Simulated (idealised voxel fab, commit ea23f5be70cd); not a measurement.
The following process module bears the name voxel self aligned vias.
The width of the displayed cross-section, cut, is 200 nm; its cells are square, with a size of 5 nm.
A cross-section in this document is a grid of square cells, and it is written down as bands, the top band listed before the ones below it; a band is made up of one or more rows of cells.
Basically the band line says how high the top is and how high the bottom is, in nm, and then what's in it from left to right, every material with its width in nm. Empty space shows up as "empty", and if a single material carries "all across" it runs the full band edge to edge.
Beneath 0, the wafer as received is one material, and that level is where height counting begins. The lowest band goes on downward without a bottom; it is written like "0 and below".
It should be noted that a width expressed as "30->40" varies in equal increments from row to row of cells within the band, taking the value of the first number at the top row and that of the second number at the bottom row.
Reading "nothing got changed" for a step: not a cell of the cross-section changed in it.
Closed-off voids of 8+ cells (no open route to the top) go in "Completely enclosed voids", written width x height at distance from the left edge, in nm.
If you see something after the settings on a step's line, that's the simulator's own remark about that step.
On any step carrying a mask, the "overlay nm" setting, if present on the step's line, tells how far right of its planned place the mask lay; negative values point to the left.

-- Intended process steps
1: RECEIVE [material Si]
2: CONFORMAL_DEP [material SiO2] [thk nm 10]
3: CONFORMAL_DEP [material SiCN] [thk nm 5]
4: DIRECTIONAL_DEP [material SiO2] [thk nm 20]
5: MASKED_ETCH [tone open] [mask id LINES] [width nm 30] [pitch nm 75] [etch materials SiO2] [depth nm 20] [overlay nm 0]
6: CONFORMAL_DEP [material TiN] [thk nm 5]
7: FILL_DEP [material Ru] [thk nm 5]
8: CMP [height nm 35]
9: SELECTIVE_ETCH [etch materials W Ru TiN] [depth nm 5]
10: FILL_DEP [material SiN] [thk nm 5]
11: CMP [height nm 35]
12: DIRECTIONAL_DEP [material SiO2] [thk nm 20]
13: MASKED_ETCH [tone open] [mask id VIAS] [width nm 50] [pitch nm 75] [etch materials SiO2] [depth nm 20] [overlay nm 0]
14: MASKED_ETCH [tone open] [mask id VIAS] [width nm 50] [pitch nm 75] [etch materials SiN] [depth nm 5] [overlay nm 0]
15: CONFORMAL_DEP [material TiN] [thk nm 5]
16: FILL_DEP [material W] [thk nm 5]
17: CMP [height nm 55]
18: CONFORMAL_DEP [material SiN] [thk nm 5]

-- Step 1 complete: cross-section of the wafer as received
> 0 and below: Si all across
> Completely enclosed voids: none

-- a wafer at the end: this start, this plan, one mistake
> 60 down to 55: SiN all across
> 55 down to 35: SiO2 (35); TiN (5); W (40); TiN (5); SiO2 (25); TiN (5); W (40); TiN (5); SiO2 (40)
> 35 down to 30: SiO2 (35); TiN (50); SiO2 (25); TiN (50); SiO2 (40)
> 30 down to 20: SiO2 (35); TiN (15); Ru (20); TiN (15); SiO2 (25); TiN (15); Ru (20); TiN (15); SiO2 (40)
> 20 down to 15: SiO2 (35); TiN (50); SiO2 (25); TiN (50); SiO2 (40)
> 15 down to 10: SiCN all across
> 10 down to 0: SiO2 all across
> 0 and below: Si all across
> Completely enclosed voids: none
what went wrong: step 13 of the plan was performed twice
